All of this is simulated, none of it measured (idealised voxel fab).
process module | voxel self aligned contacts
cross-section cut | 190 nm wide | cells 5 nm
A cross-section is a grid of square cells, given in bands from the top down. A band is one or more rows of cells.
Each band's line starts with the height of the band's top and of its bottom, in nm. Then come its materials from left to right, each with its width in nm. One material with "throughout" fills the band from edge to edge. "air" is empty space.
Height 0 is the level under which the wafer as received is all one material. The lowest band goes on downwards, as in "0 down".
A width such as "30 to 40" changes by the same amount from each row of cells to the next, from the band's top row to its bottom row.
"no change" after a step means that no cell of the cross-section changed.
closed voids: empty space of 8 cells or more with no open way to the top, each as width x height at its distance from the left edge, in nm
after a step's settings: what the simulator itself notes on the step
overlay nm, on a step with a mask: how far to the right of its planned place the mask lay; to the left if negative
plan
1 op RECEIVE | material Si
2 op OXIDIZE | depth nm 5
3 op DIRECTIONAL_DEP | material polySi | thk nm 25
4 op DIRECTIONAL_DEP | material SiN | thk nm 25
5 op PATTERN | tone cover | mask id GATE | material resist | width nm 35 | pitch nm 80 | thk nm 20 | overlay nm 0
6 op DIRECTIONAL_ETCH | etch materials SiN | depth nm 25
7 op DIRECTIONAL_ETCH | etch materials polySi | depth nm 25
8 op STRIP | etch materials resist
9 op CONFORMAL_DEP | material SiN | thk nm 10
10 op DIRECTIONAL_ETCH | etch materials SiN | depth nm 10
11 op FILL_DEP | material SiO2 | thk nm 10
12 op CMP | height nm 55
13 op DIRECTIONAL_DEP | material aC | thk nm 15
14 op PATTERN | tone open | mask id CONTACT | material resist | width nm 55 | thk nm 35 | overlay nm 0
15 op DIRECTIONAL_ETCH | etch materials aC | depth nm 15
16 op STRIP | etch materials resist
17 op DIRECTIONAL_ETCH | etch materials SiO2 | depth nm 60
18 op STRIP | etch materials aC
19 op CONFORMAL_DEP | material TiN | thk nm 5
20 op FILL_DEP | material Ru | thk nm 5
21 op CMP | height nm 55
22 op CONFORMAL_DEP | material SiN | thk nm 5
first wafer, as planned
as received, after step 1
  0 down: Si throughout
  closed voids: none
after step 2
  0 to -5: SiO2 throughout
  below -5: unchanged
after step 3
  25 to 0: polySi throughout
  below 0: unchanged
after step 4
  50 to 25: SiN throughout
  below 25: unchanged
after step 5
  70 to 50: air 35 | resist 35 | air 45 | resist 35 | air 40
  below 50: unchanged
after step 6
  70 to 50: air 35 | resist 35 | air 45 | resist 35 | air 40
  50 to 25: air 35 | SiN 35 | air 45 | SiN 35 | air 40
  below 25: unchanged
after step 7
  70 to 50: air 35 | resist 35 | air 45 | resist 35 | air 40
  50 to 25: air 35 | SiN 35 | air 45 | SiN 35 | air 40
  25 to 0: air 35 | polySi 35 | air 45 | polySi 35 | air 40
  below 0: unchanged
after step 8
  50 to 25: air 35 | SiN 35 | air 45 | SiN 35 | air 40
  below 25: unchanged
after step 9
  60 to 25: air 25 | SiN 55 | air 25 | SiN 55 | air 30
  25 to 10: air 25 | SiN 10 | polySi 35 | SiN 10 | air 25 | SiN 10 | polySi 35 | SiN 10 | air 30
  10 to 0: SiN 35 | polySi 35 | SiN 45 | polySi 35 | SiN 40
  below 0: unchanged
after step 10
  50 to 25: air 25 | SiN 55 | air 25 | SiN 55 | air 30
  25 to 0: air 25 | SiN 10 | polySi 35 | SiN 10 | air 25 | SiN 10 | polySi 35 | SiN 10 | air 30
  below 0: unchanged
after step 11
  60 to 50: SiO2 throughout
  50 to 25: SiO2 25 | SiN 55 | SiO2 25 | SiN 55 | SiO2 30
  25 to 0: SiO2 25 | SiN 10 | polySi 35 | SiN 10 | SiO2 25 | SiN 10 | polySi 35 | SiN 10 | SiO2 30
  below 0: unchanged
after step 12
  55 to 50: SiO2 throughout
  below 50: unchanged
after step 13
  70 to 55: aC throughout
  below 55: unchanged
after step 14
  105 to 70: resist 65 | air 55 | resist 70
  below 70: unchanged
after step 15
  90 to 70: resist 65 | air 55 | resist 70
  70 to 55: aC 65 | air 55 | aC 70
  below 55: unchanged
after step 16
  70 to 55: aC 65 | air 55 | aC 70
  below 55: unchanged
after step 17
  70 to 55: aC 65 | air 55 | aC 70
  55 to 50: SiO2 65 | air 55 | SiO2 70
  50 to 25: SiO2 25 | SiN 55 | air 25 | SiN 55 | SiO2 30
  25 to 0: SiO2 25 | SiN 10 | polySi 35 | SiN 10 | air 25 | SiN 10 | polySi 35 | SiN 10 | SiO2 30
  0 to -5: SiO2 80 | air 25 | SiO2 85
  below -5: unchanged
after step 18
  55 to 50: SiO2 65 | air 55 | SiO2 70
  below 50: unchanged
after step 19
  60 to 55: TiN 70 | air 45 | TiN 75
  55 to 50: SiO2 65 | TiN 20 | air 15 | TiN 20 | SiO2 70
  50 to 25: SiO2 25 | SiN 55 | TiN 5 | air 15 | TiN 5 | SiN 55 | SiO2 30
  25 to 0: SiO2 25 | SiN 10 | polySi 35 | SiN 10 | TiN 5 | air 15 | TiN 5 | SiN 10 | polySi 35 | SiN 10 | SiO2 30
  0 to -5: SiO2 80 | TiN 25 | SiO2 85
  below -5: unchanged
after step 20
  65 to 60: Ru throughout
  60 to 55: TiN 70 | Ru 45 | TiN 75
  55 to 50: SiO2 65 | TiN 20 | Ru 15 | TiN 20 | SiO2 70
  50 to 25: SiO2 25 | SiN 55 | TiN 5 | Ru 15 | TiN 5 | SiN 55 | SiO2 30
  25 to 0: SiO2 25 | SiN 10 | polySi 35 | SiN 10 | TiN 5 | Ru 15 | TiN 5 | SiN 10 | polySi 35 | SiN 10 | SiO2 30
  below 0: unchanged
after step 21
  55 to 50: SiO2 65 | TiN 20 | Ru 15 | TiN 20 | SiO2 70
  below 50: unchanged
after step 22
  60 to 55: SiN throughout
  below 55: unchanged
second wafer: like start, like plan, one mistake. Through step 13 it matches the first wafer
when step 14 should have ended
  105 to 70: resist 70 | air 50 | resist 70
  below 70: unchanged
when step 15 should have ended
  90 to 70: resist 70 | air 50 | resist 70
  70 to 55: aC 70 | air 50 | aC 70
  below 55: unchanged
when step 16 should have ended
  70 to 55: aC 70 | air 50 | aC 70
  below 55: unchanged
when step 17 should have ended
  70 to 55: aC 70 | air 50 | aC 70
  55 to 50: SiO2 70 | air 50 | SiO2 70
  50 to 25: SiO2 25 | SiN 55 | air 25 | SiN 55 | SiO2 30
  25 to 0: SiO2 25 | SiN 10 | polySi 35 | SiN 10 | air 25 | SiN 10 | polySi 35 | SiN 10 | SiO2 30
  0 to -5: SiO2 80 | air 25 | SiO2 85
  below -5: unchanged
when step 18 should have ended
  55 to 50: SiO2 70 | air 50 | SiO2 70
  below 50: unchanged
when step 19 should have ended
  60 to 55: TiN 75 | air 40 | TiN 75
  55 to 50: SiO2 70 | TiN 15 | air 15 | TiN 20 | SiO2 70
  50 to 25: SiO2 25 | SiN 55 | TiN 5 | air 15 | TiN 5 | SiN 55 | SiO2 30
  25 to 0: SiO2 25 | SiN 10 | polySi 35 | SiN 10 | TiN 5 | air 15 | TiN 5 | SiN 10 | polySi 35 | SiN 10 | SiO2 30
  0 to -5: SiO2 80 | TiN 25 | SiO2 85
  below -5: unchanged
when step 20 should have ended
  65 to 60: Ru throughout
  60 to 55: TiN 75 | Ru 40 | TiN 75
  55 to 50: SiO2 70 | TiN 15 | Ru 15 | TiN 20 | SiO2 70
  50 to 25: SiO2 25 | SiN 55 | TiN 5 | Ru 15 | TiN 5 | SiN 55 | SiO2 30
  25 to 0: SiO2 25 | SiN 10 | polySi 35 | SiN 10 | TiN 5 | Ru 15 | TiN 5 | SiN 10 | polySi 35 | SiN 10 | SiO2 30
  below 0: unchanged
when step 21 should have ended
  55 to 50: SiO2 70 | TiN 15 | Ru 15 | TiN 20 | SiO2 70
  below 50: unchanged
when step 22 should have ended
  60 to 55: SiN throughout
  below 55: unchanged
what went wrong: step 14 ran as: op PATTERN | tone open | mask id CONTACT | material resist | width nm 50 | thk nm 35 | overlay nm 0
at the end the second wafer has, in cells: 1 more of SiO2 | 1 fewer of TiN
